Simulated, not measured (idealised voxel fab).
Documented hereafter: the process module known as voxel tone inversion.
The cross-section on display is named cut; it measures 250 nm wide, and its cells are 5 nm squares.
Square cells in a grid make up a cross-section in this document, and the grid is given as bands, listed from the top down, each one or more rows of cells.
The band entry comprises the height of the band's top followed by the height of its bottom, expressed in nm, and subsequently the band's materials from left to right, each stated together with its width in nm. Where a single material is marked with the word "everywhere", that material fills the band from edge to edge. The word "air" represents empty space.
It should be noted that heights are counted from 0, beneath which the wafer as supplied is of one material throughout, and that the lowest band possesses no lower boundary but continues downward, as written in "from 0 down".
Read "30 to 40" as a graded width: first number on top, second number at the bottom, same change between each pair of neighbouring rows.
Step marked "same as before"? Then no cell in the cross-section changed in it.
In the "Sealed void inventory" entry, you get each enclosed empty space of 8 cells or more, one with no open way to the top, written width x height at distance, distance from the left edge, in nm.
The remark found on a step's line after its settings is issued by the simulator itself and pertains to that step.
The "overlay nm" setting may appear on a step's line; for a step that uses a mask, it gives how far to the right of its planned position the mask lay, and a negative value indicates the left.
BELOW IS THE LIST OF PLANNED PROCESS STEPS
| 1 | op RECEIVE | material Si |
| 2 | op CONFORMAL_DEP | material SiN | thk nm 5 |
| 3 | op DIRECTIONAL_DEP | material aC | thk nm 20 |
| 4 | op PATTERN | tone cover | mask id POSTS | material resist | width nm 20 | pitch nm 45 | thk nm 30 | overlay nm 0 |
| 5 | op DIRECTIONAL_ETCH | etch materials aC | depth nm 20 |
| 6 | op STRIP | etch materials resist |
| 7 | op FILL_DEP | material SiO2 | thk nm 5 |
| 8 | op CMP | height nm 25 |
| 9 | op STRIP | etch materials aC |
| 10 | op CONFORMAL_DEP | material TiN | thk nm 5 |
| 11 | op FILL_DEP | material W | thk nm 5 |
| 12 | op CMP | height nm 25 |
| 13 | op CONFORMAL_DEP | material SiCN | thk nm 5 |
THE FIRST WAFER OF TWO, PROCESSED AS PLANNED
RECEIVED-STATE CROSS-SECTION, REFLECTING COMPLETION OF STEP 1
	from 0 down = Si everywhere
	Sealed void inventory: none
WAFER XSEC, POST STEP 2
	from 5 to 0 = SiN everywhere
	Heights below 0 show no change.
WAFER XSEC, POST STEP 3
	from 25 to 5 = aC everywhere
	Heights below 5 show no change.
WAFER XSEC, POST STEP 4
	from 55 to 25 = air 90 nm, then resist 20 nm, then air 25 nm, then resist 20 nm, then air 95 nm
	Heights below 25 show no change.
WAFER XSEC, POST STEP 5
	from 35 to 25 = air 90 nm, then resist 20 nm, then air 25 nm, then resist 20 nm, then air 95 nm
	from 25 to 5 = air 90 nm, then aC 20 nm, then air 25 nm, then aC 20 nm, then air 95 nm
	Heights below 5 show no change.
WAFER XSEC, POST STEP 6
	from 25 to 5 = air 90 nm, then aC 20 nm, then air 25 nm, then aC 20 nm, then air 95 nm
	Heights below 5 show no change.
WAFER XSEC, POST STEP 7
	from 30 to 25 = SiO2 everywhere
	from 25 to 5 = SiO2 90 nm, then aC 20 nm, then SiO2 25 nm, then aC 20 nm, then SiO2 95 nm
	Heights below 5 show no change.
WAFER XSEC, POST STEP 8
	from 25 to 5 = SiO2 90 nm, then aC 20 nm, then SiO2 25 nm, then aC 20 nm, then SiO2 95 nm
	Heights below 5 show no change.
WAFER XSEC, POST STEP 9
	from 25 to 5 = SiO2 90 nm, then air 20 nm, then SiO2 25 nm, then air 20 nm, then SiO2 95 nm
	Heights below 5 show no change.
WAFER XSEC, POST STEP 10
	from 30 to 25 = TiN 95 nm, then air 10 nm, then TiN 35 nm, then air 10 nm, then TiN 100 nm
	from 25 to 10 = SiO2 90 nm, then TiN 5 nm, then air 10 nm, then TiN 5 nm, then SiO2 25 nm, then TiN 5 nm, then air 10 nm, then TiN 5 nm, then SiO2 95 nm
	from 10 to 5 = SiO2 90 nm, then TiN 20 nm, then SiO2 25 nm, then TiN 20 nm, then SiO2 95 nm
	Heights below 5 show no change.
WAFER XSEC, POST STEP 11
	from 35 to 30 = W everywhere
	from 30 to 25 = TiN 95 nm, then W 10 nm, then TiN 35 nm, then W 10 nm, then TiN 100 nm
	from 25 to 10 = SiO2 90 nm, then TiN 5 nm, then W 10 nm, then TiN 5 nm, then SiO2 25 nm, then TiN 5 nm, then W 10 nm, then TiN 5 nm, then SiO2 95 nm
	Heights below 10 show no change.
WAFER XSEC, POST STEP 12
	from 25 to 10 = SiO2 90 nm, then TiN 5 nm, then W 10 nm, then TiN 5 nm, then SiO2 25 nm, then TiN 5 nm, then W 10 nm, then TiN 5 nm, then SiO2 95 nm
	Heights below 10 show no change.
WAFER XSEC, POST STEP 13
	from 30 to 25 = SiCN everywhere
	Heights below 25 show no change.
COMPANION WAFER, THE SECOND OF TWO: SAME BEGINNING, SAME INTENDED SEQUENCE, ONE MISTAKE IN CARRYING IT OUT; THROUGH STEP 11 INCLUSIVE IT TRACKS THE FIRST EXACTLY
SECOND WAFER CROSS-SECTION, TAKEN AS OF THE TIME THE PLAN SETS FOR STEP 12 TO BE DONE
	from 20 to 10 = SiO2 90 nm, then TiN 5 nm, then W 10 nm, then TiN 5 nm, then SiO2 25 nm, then TiN 5 nm, then W 10 nm, then TiN 5 nm, then SiO2 95 nm
	Heights below 10 show no change.
SECOND WAFER CROSS-SECTION, TAKEN AS OF THE TIME THE PLAN SETS FOR STEP 13 TO BE DONE
	from 25 to 20 = SiCN everywhere
	Heights below 20 show no change.
Here's what went sideways: in deviation from the planned setting, step 12 was conducted as op CMP | height nm 20
Wrapping up, a cell-based count of both wafers puts the second over or under the first for these materials: SiO2 -42 | TiN -4 | W -4
